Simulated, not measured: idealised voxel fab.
Process module, titled voxel wiring stack
This is section cut - it's 280 nm across, gridded in 5 nm square cells.
Format of a cross-section: grid, square cells. Given as bands. Order: top down. Band: one or more rows of cells. The entry gives the band's vertical extent as a top height and a bottom height in nm, then its horizontal make-up as materials from left to right, each with a width in nm. "blank" stands for empty space; a single material marked "everywhere" fills the band edge to edge. Counting heights begins at 0, where everything beneath is, in the wafer as received, one material. The lowest band has no bottom; it goes on downwards, as "0 and below" shows. A width given as "30 to 40" starts at the first number in the band's top row and ends at the second number in its bottom row, shifting by an equal amount at every step from row to row. Step note "left unchanged" = no cross-section cell changed. Basically, "Fully closed voids" tells you about the enclosed voids: empty spaces with no open way to the top, 8 cells or bigger, each written width x height at distance, where distance is from the left edge, all in nm. after a step's settings: what the simulator itself notes on the step. overlay nm: mask right of planned place by this much (step with mask). Neg. = left.

BELOW IS THE LIST OF PLANNED PROCESS STEPS
1 RECEIVE | material Si
2 CONFORMAL_DEP | material SiO2 | thk nm 10
3 DIRECTIONAL_DEP | material TiN | thk nm 5
4 DIRECTIONAL_DEP | material Ru | thk nm 20
5 PATTERN | tone cover | mask id METAL_1 | material resist | width nm 20 | pitch nm 40 | thk nm 20 | overlay nm 0
6 DIRECTIONAL_ETCH | etch materials Ru | depth nm 20
7 DIRECTIONAL_ETCH | etch materials TiN | depth nm 5
8 STRIP | etch materials resist
9 FILL_DEP | material SiO2 | thk nm 10
10 CMP | height nm 35
11 CONFORMAL_DEP | material SiCN | thk nm 5
12 DIRECTIONAL_DEP | material lowk | thk nm 10
13 MASKED_ETCH | tone open | mask id PLUG_1 | width nm 15 | etch materials lowk | depth nm 10 | overlay nm 0
14 MASKED_ETCH | tone open | mask id PLUG_1 | width nm 15 | etch materials SiCN | depth nm 5 | overlay nm 0
15 CONFORMAL_DEP | material TiN | thk nm 5
16 FILL_DEP | material Ru | thk nm 10
17 CMP | height nm 50
18 CONFORMAL_DEP | material SiCN | thk nm 5
19 DIRECTIONAL_DEP | material SiO2 | thk nm 15
20 MASKED_ETCH | tone open | mask id METAL_2 | width nm 20 | pitch nm 40 | etch materials SiO2 | depth nm 15 | overlay nm 0
21 MASKED_ETCH | tone open | mask id METAL_2 | width nm 20 | pitch nm 40 | etch materials SiCN | depth nm 5 | overlay nm 0
22 CONFORMAL_DEP | material TiN | thk nm 5
23 FILL_DEP | material Ru | thk nm 10
24 CMP | height nm 70
25 EPI | material Ru | thk nm 5
26 FILL_DEP | material SiCN | thk nm 5

CROSS-SECTION: WAFER ON ARRIVAL = AFTER STEP 1
  0 and below: Si everywhere
  Fully closed voids: none

CROSS-SECTION: FIRST OF TWO WAFERS, MODULE FINISHED, RUN ACCORDING TO PLAN
  80 down to 75: SiCN everywhere
  75 down to 70: SiCN (105) | Ru (30) | SiCN (10) | Ru (30) | SiCN (105)
  70 down to 55: SiO2 (110) | TiN (5) | Ru (10) | TiN (5) | SiO2 (20) | TiN (5) | Ru (10) | TiN (5) | SiO2 (110)
  55 down to 50: SiCN (110) | TiN (20) | SiCN (20) | TiN (20) | SiCN (110)
  50 down to 40: lowk (110) | TiN (5) | Ru (5) | TiN (5) | lowk (155)
  40 down to 35: SiCN (110) | TiN (15) | SiCN (155)
  35 down to 15: SiO2 (110) | Ru (20) | SiO2 (20) | Ru (20) | SiO2 (110)
  15 down to 10: SiO2 (110) | TiN (20) | SiO2 (20) | TiN (20) | SiO2 (110)
  10 down to 0: SiO2 everywhere
  0 and below: Si everywhere
  Fully closed voids: none

END OF MODULE, SECOND WAFER, CROSS-SECTION. STARTED LIKE THE FIRST, PLANNED LIKE THE FIRST, RUN WITH ONE MISTAKE
  75 down to 70: SiCN everywhere
  70 down to 65: SiCN (105) | Ru (30) | SiCN (10) | Ru (30) | SiCN (105)
  65 down to 55: SiO2 (110) | TiN (5) | Ru (10) | TiN (5) | SiO2 (20) | TiN (5) | Ru (10) | TiN (5) | SiO2 (110)
  55 down to 50: SiCN (110) | TiN (20) | SiCN (20) | TiN (20) | SiCN (110)
  50 down to 40: lowk (110) | TiN (5) | Ru (5) | TiN (5) | lowk (155)
  40 down to 35: SiCN (110) | TiN (15) | SiCN (155)
  35 down to 15: SiO2 (110) | Ru (20) | SiO2 (20) | Ru (20) | SiO2 (110)
  15 down to 10: SiO2 (110) | TiN (20) | SiO2 (20) | TiN (20) | SiO2 (110)
  10 down to 0: SiO2 everywhere
  0 and below: Si everywhere
  Fully closed voids: none
Diagnosis: not per plan at step 24, really ran CMP | height nm 65
Final comparison by cell count, materials where the second wafer has more or fewer than the first: Ru -4, SiO2 -48, TiN -4
